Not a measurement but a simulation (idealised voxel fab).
The process module that follows is named voxel self aligned contacts.
In the cross-section labelled cut, the width is 200 nm and each square cell is 5 nm.
Heads up, the way a cross-section reads in here is a grid of square cells, handed over as bands from the top down, with every band being one or more rows of cells. Look at the band entry: it leads with the top's height and the bottom's height in nm. Then it lists the materials left to right, with a width in nm for each. The word "throughout" on a single material says that material fills the band edge to edge. The word "blank" is empty space. For the purposes of this specification, 0 denotes the height below which the wafer in its as-received condition is composed wholly of one material, and the lowermost band, lacking a lower limit, extends downward without end, as expressed in "0 and below". Graded width ("30..40"): value in top row of band = first number; value in bottom row = second number; row-to-row change constant. Where the words "identical to before" appear for a step, the cross-section shows no cell changed by that step; every cell remained as before. The list in "Voids, sealed" covers empty spaces of 8 cells or more that cannot reach the top through any open way, and it gives each as width x height at distance; the distance is from the left edge, and width, height and distance are in nm. Step line, after settings: the simulator's comment on this step. overlay nm: step with mask; distance mask lay right of planned place; negative value = left of planned place.

[The planned process steps are enumerated hereunder]
1. RECEIVE [material Si]
2. OXIDIZE [depth nm 5]
3. DIRECTIONAL_DEP [material polySi] [thk nm 20]
4. DIRECTIONAL_DEP [material SiN] [thk nm 25]
5. DIRECTIONAL_DEP [material aC] [thk nm 10]
6. PATTERN [tone cover] [mask id GATE] [material resist] [width nm 30] [pitch nm 65] [thk nm 30] [overlay nm 0]
7. DIRECTIONAL_ETCH [etch materials aC] [depth nm 10]
8. STRIP [etch materials resist]
9. DIRECTIONAL_ETCH [etch materials SiN] [depth nm 25]
10. DIRECTIONAL_ETCH [etch materials polySi] [depth nm 20]
11. STRIP [etch materials aC]
12. CONFORMAL_DEP [material SiN] [thk nm 10]
13. DIRECTIONAL_ETCH [etch materials SiN] [depth nm 10]
14. FILL_DEP [material SiO2] [thk nm 20]
15. CMP [height nm 55]
16. MASKED_ETCH [tone open] [mask id CONTACT] [width nm 45] [pitch nm 65] [etch materials SiO2] [depth nm 60] [overlay nm -15]
17. CONFORMAL_DEP [material TiN] [thk nm 5]
18. FILL_DEP [material Ru] [thk nm 10]
19. CMP [height nm 55]
20. CONFORMAL_DEP [material SiN] [thk nm 5]
All wafers enter the flow in the same state. The overlay nm at step 16 differs from wafer to wafer, and the plan gives the value for the first wafer.

[Cross-section, first of several wafers, as delivered after step 1]
0 and below | Si throughout
Voids, sealed: none

[Quick look at the cross-section of the first of several wafers after step 20, which wraps up the module]
60 down to 55 | SiN throughout
55 down to 45 | SiO2 (30) / TiN (5..35) / Ru (35..5) / TiN (5) / SiO2 (20) / TiN (5..35) / Ru (35..5) / TiN (5) / SiO2 (60)
45 down to 20 | SiO2 (10) / SiN (50) / TiN (5) / Ru (5) / TiN (5) / SiN (50) / TiN (5) / Ru (5) / TiN (5) / SiN (50) / SiO2 (10)
20 down to 0 | SiO2 (10) / SiN (10) / polySi (30) / SiN (10) / TiN (5) / Ru (5) / TiN (5) / SiN (10) / polySi (30) / SiN (10) / TiN (5) / Ru (5) / TiN (5) / SiN (10) / polySi (30) / SiN (10) / SiO2 (10)
0 down to -5 | SiO2 (60) / TiN (15) / SiO2 (50) / TiN (15) / SiO2 (60)
-5 and below | Si throughout
Voids, sealed: none

[At the end of the module, the last of several wafers in cross-section]
60 down to 55 | SiN throughout
55 down to 45 | SiO2 (60) / TiN (5) / Ru (35..5) / TiN (5..35) / SiO2 (20) / TiN (5) / Ru (35..5) / TiN (5..35) / SiO2 (30)
45 down to 20 | SiO2 (10) / SiN (50) / TiN (5) / Ru (5) / TiN (5) / SiN (50) / TiN (5) / Ru (5) / TiN (5) / SiN (50) / SiO2 (10)
20 down to 0 | SiO2 (10) / SiN (10) / polySi (30) / SiN (10) / TiN (5) / Ru (5) / TiN (5) / SiN (10) / polySi (30) / SiN (10) / TiN (5) / Ru (5) / TiN (5) / SiN (10) / polySi (30) / SiN (10) / SiO2 (10)
0 down to -5 | SiO2 (60) / TiN (15) / SiO2 (50) / TiN (15) / SiO2 (60)
-5 and below | Si throughout
Voids, sealed: none

[Rows = wafers. At module end, each row lists per material the cells gained (+) or lost (-) since the wafer was received, then the closed voids]
overlay nm -15; +34 Ru; -40 Si; +238 SiN; +114 SiO2; +62 TiN; +72 polySi; Voids, sealed: none
overlay nm -10; +34 Ru; -40 Si; +238 SiN; +114 SiO2; +62 TiN; +72 polySi; Voids, sealed: none
overlay nm -5; +34 Ru; -40 Si; +238 SiN; +114 SiO2; +62 TiN; +72 polySi; Voids, sealed: none
overlay nm 0; +34 Ru; -40 Si; +238 SiN; +114 SiO2; +62 TiN; +72 polySi; Voids, sealed: none
overlay nm 5; +34 Ru; -40 Si; +238 SiN; +114 SiO2; +62 TiN; +72 polySi; Voids, sealed: none
overlay nm 10; +34 Ru; -40 Si; +238 SiN; +114 SiO2; +62 TiN; +72 polySi; Voids, sealed: none
overlay nm 15; +34 Ru; -40 Si; +238 SiN; +114 SiO2; +62 TiN; +72 polySi; Voids, sealed: none
